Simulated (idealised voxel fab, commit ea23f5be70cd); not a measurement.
Presented below is a process module, voxel wiring stack.
Xsec cut, 230 nm wide, square cell size 5 nm.
If you're reading a cross-section in this doc, picture square cells in a grid; it comes to you as bands, top ones listed first down to the bottom, and a band can be one or more rows of cells. Top, bottom (nm), then materials left to right with widths (nm); lone material tagged "throughout" fills the whole band edge to edge; "blank" = empty space. Where do heights start? At 0: under that level the wafer as delivered is made of one material only. And the lowest band has no floor; it just carries on downward, as in "0..down". Note: "30 to 40" means the width goes from the first number (top row of the band) to the second number (bottom row) in equal steps per row of cells. The designation "identical to before", where it is given for a processing step, indicates that no cell of the cross-section was altered in the course of that step. "Trapped void list" specifies each empty space that is not open to the top and that occupies no fewer than 8 cells, using the form width x height at distance, the distance measured from the left edge and all three quantities in nm. Heads up: the bit after the settings on a step's line is the simulator's remark on that step. The setting "overlay nm" may be written on the line of a step. When the step uses a mask, the value reports how far to the right of the planned place the mask lay, and a negative value reports that it lay to the left.

**Process steps - plan**
1. op RECEIVE | material Si
2. op CONFORMAL_DEP | material SiO2 | thk nm 10
3. op DIRECTIONAL_DEP | material TiN | thk nm 5
4. op DIRECTIONAL_DEP | material W | thk nm 20
5. op DIRECTIONAL_DEP | material aC | thk nm 10
6. op PATTERN | tone cover | mask id METAL_1 | material resist | width nm 25 | pitch nm 55 | thk nm 30 | overlay nm 0
7. op DIRECTIONAL_ETCH | etch materials aC | depth nm 10
8. op STRIP | etch materials resist
9. op DIRECTIONAL_ETCH | etch materials W | depth nm 20
10. op DIRECTIONAL_ETCH | etch materials TiN | depth nm 5
11. op STRIP | etch materials aC
12. op CONFORMAL_DEP | material SiN | thk nm 5
13. op FILL_DEP | material lowk | thk nm 5
14. op CMP | height nm 35
15. op CONFORMAL_DEP | material SiCN | thk nm 5
16. op DIRECTIONAL_DEP | material lowk | thk nm 30
17. op DIRECTIONAL_DEP | material aC | thk nm 15
18. op PATTERN | tone open | mask id METAL_2_HOLES | material resist | width nm 15 | pitch nm 110 | thk nm 35 | overlay nm 0
19. op DIRECTIONAL_ETCH | etch materials aC | depth nm 15
20. op STRIP | etch materials resist
21. op DIRECTIONAL_ETCH | etch materials lowk | depth nm 30
22. op STRIP | etch materials aC
23. op DIRECTIONAL_DEP | material aC | thk nm 10
24. op PATTERN | tone open | mask id METAL_2 | material resist | width nm 25 | pitch nm 55 | thk nm 25 | overlay nm 0
25. op DIRECTIONAL_ETCH | etch materials aC | depth nm 10
26. op STRIP | etch materials resist
27. op DIRECTIONAL_ETCH | etch materials lowk | depth nm 20
28. op DIRECTIONAL_ETCH | etch materials SiCN | depth nm 5
29. op STRIP | etch materials aC
30. op CONFORMAL_DEP | material TiN | thk nm 5
31. op FILL_DEP | material Cu | thk nm 10
32. op CMP | height nm 70
33. op CONFORMAL_DEP | material SiCN | thk nm 5
34. op DIRECTIONAL_DEP | material SiO2 | thk nm 30
35. op MASKED_ETCH | tone open | mask id METAL_3_HOLES | width nm 15 | pitch nm 110 | etch materials SiO2 | depth nm 30 | overlay nm 0
36. op PATTERN | tone open | mask id METAL_3 | material resist | width nm 25 | pitch nm 55 | thk nm 15 | overlay nm 0
37. op DIRECTIONAL_ETCH | etch materials SiO2 | depth nm 15
38. op DIRECTIONAL_ETCH | etch materials SiCN | depth nm 5
39. op STRIP | etch materials resist
40. op CONFORMAL_DEP | material TiN | thk nm 5
41. op FILL_DEP | material Cu | thk nm 10
42. op CMP | height nm 105
43. op CONFORMAL_DEP | material SiCN | thk nm 5
44. op DIRECTIONAL_DEP | material SiO2 | thk nm 15
45. op PATTERN | tone open | mask id PLUG_3 | material resist | width nm 15 | pitch nm 55 | thk nm 15 | overlay nm 0
46. op DIRECTIONAL_ETCH | etch materials SiO2 | depth nm 15
47. op DIRECTIONAL_ETCH | etch materials SiCN | depth nm 5
48. op STRIP | etch materials resist
49. op EPI | material Ru | thk nm 10
50. op EPI | material Ru | thk nm 10
51. op DIRECTIONAL_DEP | material TiN | thk nm 5
52. op DIRECTIONAL_DEP | material Ru | thk nm 20
53. op DIRECTIONAL_DEP | material aC | thk nm 15
54. op PATTERN | tone cover | mask id METAL_4 | material resist | width nm 25 | pitch nm 55 | thk nm 35 | overlay nm 0
55. op DIRECTIONAL_ETCH | etch materials aC | depth nm 15
56. op STRIP | etch materials resist
57. op DIRECTIONAL_ETCH | etch materials Ru | depth nm 20
58. op DIRECTIONAL_ETCH | etch materials TiN | depth nm 5
59. op STRIP | etch materials aC
60. op CONFORMAL_DEP | material SiCN | thk nm 5
61. op FILL_DEP | material lowk | thk nm 5
62. op CMP | height nm 150
63. op CONFORMAL_DEP | material SiCN | thk nm 5
It is noted that the wafers described herein are identical at the outset and are distinguished by the thk nm of step 60; the value stated in the plan corresponds to the first wafer.

**Cross-section of the first of several received wafers, showing its state after step 1**
    0..down = Si throughout
    Trapped void list: none

**Here's the first of several wafers in cross-section, end of the module, after the last step, step 63**
    155..150 = SiCN throughout
    150..130 = lowk 15 nm | SiCN 5 nm | Ru 25 nm | SiCN 5 nm | lowk 20 nm | SiCN 5 nm | Ru 25 nm | SiCN 5 nm | lowk 20 nm | SiCN 5 nm | Ru 25 nm | SiCN 5 nm | lowk 20 nm | SiCN 5 nm | Ru 25 nm | SiCN 5 nm | lowk 15 nm
    130..125 = SiCN 20 nm | TiN 25 nm | SiCN 30 nm | TiN 25 nm | SiCN 30 nm | TiN 25 nm | SiCN 30 nm | TiN 25 nm | SiCN 20 nm
    125..110 = SiO2 20 nm | Ru 15 nm | SiO2 40 nm | Ru 15 nm | SiO2 40 nm | Ru 15 nm | SiO2 40 nm | Ru 15 nm | SiO2 30 nm
    110..105 = SiCN 20 nm | Ru 15 nm | SiCN 40 nm | Ru 15 nm | SiCN 40 nm | Ru 15 nm | SiCN 40 nm | Ru 15 nm | SiCN 30 nm
    105..95 = SiO2 20 nm | TiN 5 nm | Cu 15 nm | TiN 5 nm | SiO2 30 nm | TiN 5 nm | Cu 15 nm | TiN 5 nm | SiO2 30 nm | TiN 5 nm | Cu 15 nm | TiN 5 nm | SiO2 30 nm | TiN 5 nm | Cu 15 nm | TiN 5 nm | SiO2 20 nm
    95..90 = SiO2 20 nm | TiN 5 nm | Cu 5 nm | TiN 15 nm | SiO2 30 nm | TiN 25 nm | SiO2 30 nm | TiN 5 nm | Cu 5 nm | TiN 15 nm | SiO2 30 nm | TiN 25 nm | SiO2 20 nm
    90..75 = SiO2 20 nm | TiN 5 nm | Cu 5 nm | TiN 5 nm | SiO2 95 nm | TiN 5 nm | Cu 5 nm | TiN 5 nm | SiO2 85 nm
    75..70 = SiCN 20 nm | TiN 15 nm | SiCN 95 nm | TiN 15 nm | SiCN 85 nm
    70..55 = lowk 20 nm | TiN 5 nm | Cu 15 nm | TiN 5 nm | lowk 30 nm | TiN 5 nm | Cu 15 nm | TiN 5 nm | lowk 30 nm | TiN 5 nm | Cu 15 nm | TiN 5 nm | lowk 30 nm | TiN 5 nm | Cu 15 nm | TiN 5 nm | lowk 20 nm
    55..50 = lowk 20 nm | TiN 5 nm | Cu 5 nm | TiN 15 nm | lowk 30 nm | TiN 25 nm | lowk 30 nm | TiN 5 nm | Cu 5 nm | TiN 15 nm | lowk 30 nm | TiN 25 nm | lowk 20 nm
    50..40 = lowk 20 nm | TiN 5 nm | Cu 5 nm | TiN 5 nm | lowk 95 nm | TiN 5 nm | Cu 5 nm | TiN 5 nm | lowk 85 nm
    40..35 = SiCN 20 nm | TiN 15 nm | SiCN 95 nm | TiN 15 nm | SiCN 85 nm
    35..15 = lowk 15 nm | SiN 5 nm | W 25 nm | SiN 5 nm | lowk 20 nm | SiN 5 nm | W 25 nm | SiN 5 nm | lowk 20 nm | SiN 5 nm | W 25 nm | SiN 5 nm | lowk 20 nm | SiN 5 nm | W 25 nm | SiN 5 nm | lowk 15 nm
    15..10 = SiN 20 nm | TiN 25 nm | SiN 30 nm | TiN 25 nm | SiN 30 nm | TiN 25 nm | SiN 30 nm | TiN 25 nm | SiN 20 nm
    10..0 = SiO2 throughout
    0..down = Si throughout
    Trapped void list: none

**Here's the last wafer cross-sectioned at the end of the module**
    155..150 = SiCN throughout
    150..130 = SiCN 20 nm | Ru 25 nm | SiCN 30 nm | Ru 25 nm | SiCN 30 nm | Ru 25 nm | SiCN 30 nm | Ru 25 nm | SiCN 20 nm
    130..125 = SiCN 20 nm | TiN 25 nm | SiCN 30 nm | TiN 25 nm | SiCN 30 nm | TiN 25 nm | SiCN 30 nm | TiN 25 nm | SiCN 20 nm
    125..110 = SiO2 20 nm | Ru 15 nm | SiO2 40 nm | Ru 15 nm | SiO2 40 nm | Ru 15 nm | SiO2 40 nm | Ru 15 nm | SiO2 30 nm
    110..105 = SiCN 20 nm | Ru 15 nm | SiCN 40 nm | Ru 15 nm | SiCN 40 nm | Ru 15 nm | SiCN 40 nm | Ru 15 nm | SiCN 30 nm
    105..95 = SiO2 20 nm | TiN 5 nm | Cu 15 nm | TiN 5 nm | SiO2 30 nm | TiN 5 nm | Cu 15 nm | TiN 5 nm | SiO2 30 nm | TiN 5 nm | Cu 15 nm | TiN 5 nm | SiO2 30 nm | TiN 5 nm | Cu 15 nm | TiN 5 nm | SiO2 20 nm
    95..90 = SiO2 20 nm | TiN 5 nm | Cu 5 nm | TiN 15 nm | SiO2 30 nm | TiN 25 nm | SiO2 30 nm | TiN 5 nm | Cu 5 nm | TiN 15 nm | SiO2 30 nm | TiN 25 nm | SiO2 20 nm
    90..75 = SiO2 20 nm | TiN 5 nm | Cu 5 nm | TiN 5 nm | SiO2 95 nm | TiN 5 nm | Cu 5 nm | TiN 5 nm | SiO2 85 nm
    75..70 = SiCN 20 nm | TiN 15 nm | SiCN 95 nm | TiN 15 nm | SiCN 85 nm
    70..55 = lowk 20 nm | TiN 5 nm | Cu 15 nm | TiN 5 nm | lowk 30 nm | TiN 5 nm | Cu 15 nm | TiN 5 nm | lowk 30 nm | TiN 5 nm | Cu 15 nm | TiN 5 nm | lowk 30 nm | TiN 5 nm | Cu 15 nm | TiN 5 nm | lowk 20 nm
    55..50 = lowk 20 nm | TiN 5 nm | Cu 5 nm | TiN 15 nm | lowk 30 nm | TiN 25 nm | lowk 30 nm | TiN 5 nm | Cu 5 nm | TiN 15 nm | lowk 30 nm | TiN 25 nm | lowk 20 nm
    50..40 = lowk 20 nm | TiN 5 nm | Cu 5 nm | TiN 5 nm | lowk 95 nm | TiN 5 nm | Cu 5 nm | TiN 5 nm | lowk 85 nm
    40..35 = SiCN 20 nm | TiN 15 nm | SiCN 95 nm | TiN 15 nm | SiCN 85 nm
    35..15 = lowk 15 nm | SiN 5 nm | W 25 nm | SiN 5 nm | lowk 20 nm | SiN 5 nm | W 25 nm | SiN 5 nm | lowk 20 nm | SiN 5 nm | W 25 nm | SiN 5 nm | lowk 20 nm | SiN 5 nm | W 25 nm | SiN 5 nm | lowk 15 nm
    15..10 = SiN 20 nm | TiN 25 nm | SiN 30 nm | TiN 25 nm | SiN 30 nm | TiN 25 nm | SiN 30 nm | TiN 25 nm | SiN 20 nm
    10..0 = SiO2 throughout
    0..down = Si throughout
    Trapped void list: none

**Gained (+) or lost (-) cells of each material since receipt, then closed voids: one row per wafer, at the end of the module**
thk nm 5 | +74 Cu | +128 Ru | +218 SiCN | +58 SiN | +392 SiO2 | +148 TiN | +80 W | +328 lowk | Trapped void list: none
thk nm 10 | +74 Cu | +128 Ru | +260 SiCN | +58 SiN | +392 SiO2 | +148 TiN | +80 W | +286 lowk | Trapped void list: none
thk nm 15 | +74 Cu | +128 Ru | +286 SiCN | +58 SiN | +392 SiO2 | +148 TiN | +80 W | +260 lowk | Trapped void list: none
thk nm 20 | +74 Cu | +128 Ru | +290 SiCN | +58 SiN | +392 SiO2 | +148 TiN | +80 W | +256 lowk | Trapped void list: none
